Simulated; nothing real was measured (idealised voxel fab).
The process module that follows is named voxel wiring stack.
We display cut, a cross-section 270 nm in width whose square cells are each 5 nm.
The cross-sections in this document take the form of a grid made of square cells. They are written out as bands, in order from top to bottom. Each band consists of one or more rows of cells. What a band's entry tells you: where the top is and where the bottom is, as heights in nm, and after that what lies inside, material by material from left to right, each with its width in nm. Empty space is written as the word "empty", and a single material marked with the word "throughout" occupies the band from edge to edge. We count height from 0. Below that, the starting wafer is all one material. The lowest band never ends at the bottom but goes on down; see "z 0 and below" for how that is written. The width entry "30->40" should be interpreted row by row: the top row of cells in the band takes the first number, the bottom row takes the second number, and the change between adjacent rows is uniform throughout. Basically "everything unchanged" means that step didn't change any cell in the cross-section. The entry titled "Enclosed voids" provides the empty spaces that have no open way to the top, restricted to those of 8 cells or more. Each is presented as width x height at distance, the distance being measured from the left edge, with all three in nm. On a step's line, text after the settings is the simulator commenting on that step. A step's line can hold "overlay nm"; with a mask on that step, the setting says how far right of the planned place the mask lay, while a negative setting says it lay to the left.
-- Set out below are the planned steps of the process
1. RECEIVE (material Si)
2. CONFORMAL_DEP (material SiO2; thk nm 15)
3. CONFORMAL_DEP (material SiN; thk nm 5)
4. DIRECTIONAL_DEP (material SiO2; thk nm 20)
5. DIRECTIONAL_DEP (material aC; thk nm 10)
6. PATTERN (tone open; mask id METAL_1; material resist; width nm 30; pitch nm 55; thk nm 30; overlay nm 0)
7. DIRECTIONAL_ETCH (etch materials aC; depth nm 10)
8. STRIP (etch materials resist)
9. DIRECTIONAL_ETCH (etch materials SiO2; depth nm 20)
10. DIRECTIONAL_ETCH (etch materials SiN; depth nm 5)
11. STRIP (etch materials aC)
12. CONFORMAL_DEP (material TiN; thk nm 5)
13. FILL_DEP (material Cu; thk nm 10)
14. CMP (height nm 40)
15. CONFORMAL_DEP (material SiCN; thk nm 5)
16. DIRECTIONAL_DEP (material lowk; thk nm 25)
17. PATTERN (tone open; mask id METAL_2; material resist; width nm 30; pitch nm 55; thk nm 15; overlay nm 0)
18. DIRECTIONAL_ETCH (etch materials lowk; depth nm 15)
19. STRIP (etch materials resist)
20. PATTERN (tone open; mask id METAL_2_HOLES; material resist; width nm 15; pitch nm 110; thk nm 15; overlay nm 0)
21. DIRECTIONAL_ETCH (etch materials lowk; depth nm 10)
22. DIRECTIONAL_ETCH (etch materials SiCN; depth nm 5)
23. STRIP (etch materials resist)
24. CONFORMAL_DEP (material TiN; thk nm 5)
25. FILL_DEP (material Ru; thk nm 10)
26. CMP (height nm 70)
27. CONFORMAL_DEP (material SiN; thk nm 5)
-- Incoming wafer, cross-sectional view, post step 1
- z 0 and below  Si throughout
- Enclosed voids: none
-- The module was run from the start shown above using the plan shown above, but one mistake was made doing it; the resulting wafer cross-section is below
- z 75 to 70  SiN throughout
- z 70 to 60  Ru: 75->60, TiN: 5->20, lowk: 15, TiN: 5, Ru: 15, TiN: 5, lowk: 30, TiN: 5, Ru: 30->15, TiN: 5->20, lowk: 15, TiN: 5, Ru: 60
- z 60 to 55  TiN: 65, lowk: 30, TiN: 25, lowk: 30, TiN: 25, lowk: 30, TiN: 65
- z 55 to 45  lowk throughout
- z 45 to 40  SiCN throughout
- z 40 to 20  SiO2: 65, TiN: 5, Cu: 20, TiN: 5, SiO2: 25, TiN: 5, Cu: 20, TiN: 5, SiO2: 25, TiN: 5, Cu: 20, TiN: 5, SiO2: 65
- z 20 to 15  SiN: 65, TiN: 30, SiN: 25, TiN: 30, SiN: 25, TiN: 30, SiN: 65
- z 15 to 0  SiO2 throughout
- z 0 and below  Si throughout
- Enclosed voids: none
Heads up, the wafer didn't run the way we planned it: step 17 ran differently from the plan; actual operation with settings: PATTERN (tone cover; mask id METAL_2; material resist; width nm 30; pitch nm 55; thk nm 15; overlay nm 0)
